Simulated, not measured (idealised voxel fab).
Process module in this document: voxel double patterning
Pictured: cross-section cut, 240 nm wide, on a grid of 5 nm square cells.
In what follows, cross-sections appear as grids of square cells, described through bands that run from the top down, where every band is one or more rows of cells. This entry defines a band. It first specifies the height of the band's top and the height of its bottom in nm, and then specifies the band's materials from left to right, stating each material with its width in nm. The word "everywhere" identifies a single material that fills the band from edge to edge, while the word "empty" identifies empty space. Zero point of the height axis is 0; under it, received wafer = one material. Lowest band: continues down indefinitely, "0 and below". You'd read "30..40" like this: the band's top row of cells is as wide as the first number, its bottom row is as wide as the second, and going down, every row changes width by the same amount as the row before did. "nothing got changed" after a step means that no cell of the cross-section changed. If an empty space has no open way to the top and is at least 8 cells in size, "Encapsulated voids" lists it, written width x height at distance, where distance is measured from the left edge and every value is in nm. If you see something after the settings on a step's line, that's the simulator's own remark about that step. Regarding "overlay nm": on a step with a mask, it is the distance the mask lay to the right of its planned place; a negative value places it to the left.

**Below is the list of planned process steps**
1) RECEIVE: material Si
2) CONFORMAL_DEP: material SiO2, thk nm 10
3) DIRECTIONAL_DEP: material W, thk nm 15
4) DIRECTIONAL_DEP: material SiCN, thk nm 5
5) PATTERN: tone open, mask id FIRST, material resist, width nm 15, pitch nm 50, thk nm 15, overlay nm 0
6) DIRECTIONAL_ETCH: etch materials SiCN, depth nm 5
7) STRIP: etch materials resist
8) DIRECTIONAL_DEP: material aC, thk nm 10
9) PATTERN: tone open, mask id SECOND, material resist, width nm 15, thk nm 30, overlay nm 0
10) DIRECTIONAL_ETCH: etch materials aC, depth nm 10
11) STRIP: etch materials resist
12) DIRECTIONAL_ETCH: etch materials SiCN, depth nm 5
13) STRIP: etch materials aC
14) DIRECTIONAL_ETCH: etch materials W, depth nm 15
15) STRIP: etch materials SiCN

**The cross-section here shows the wafer as received, i.e. in its state after step 1**
    0 and below  Si everywhere
    Encapsulated voids: none

**End-of-module cross-section of the first of two wafers, processed as planned**
    25 down to 10  W=85, then empty=15, then W=10, then empty=15, then W=10, then empty=15, then W=90
    10 down to 0  SiO2 everywhere
    0 and below  Si everywhere
    Encapsulated voids: none

**Wafer two, end of module, cross-section. Same start, same plan as wafer one. One mistake in the run**
    40 down to 25  W=85, then empty=15, then W=10, then empty=15, then W=10, then empty=15, then W=90
    25 down to 10  W everywhere
    10 down to 0  SiO2 everywhere
    0 and below  Si everywhere
    Encapsulated voids: none
Here's what went sideways: twice over, step 3 of the plan was run
Upon completion, the second wafer contains, in terms of cells, a greater or smaller amount of certain materials than the first wafer: W: 144 more
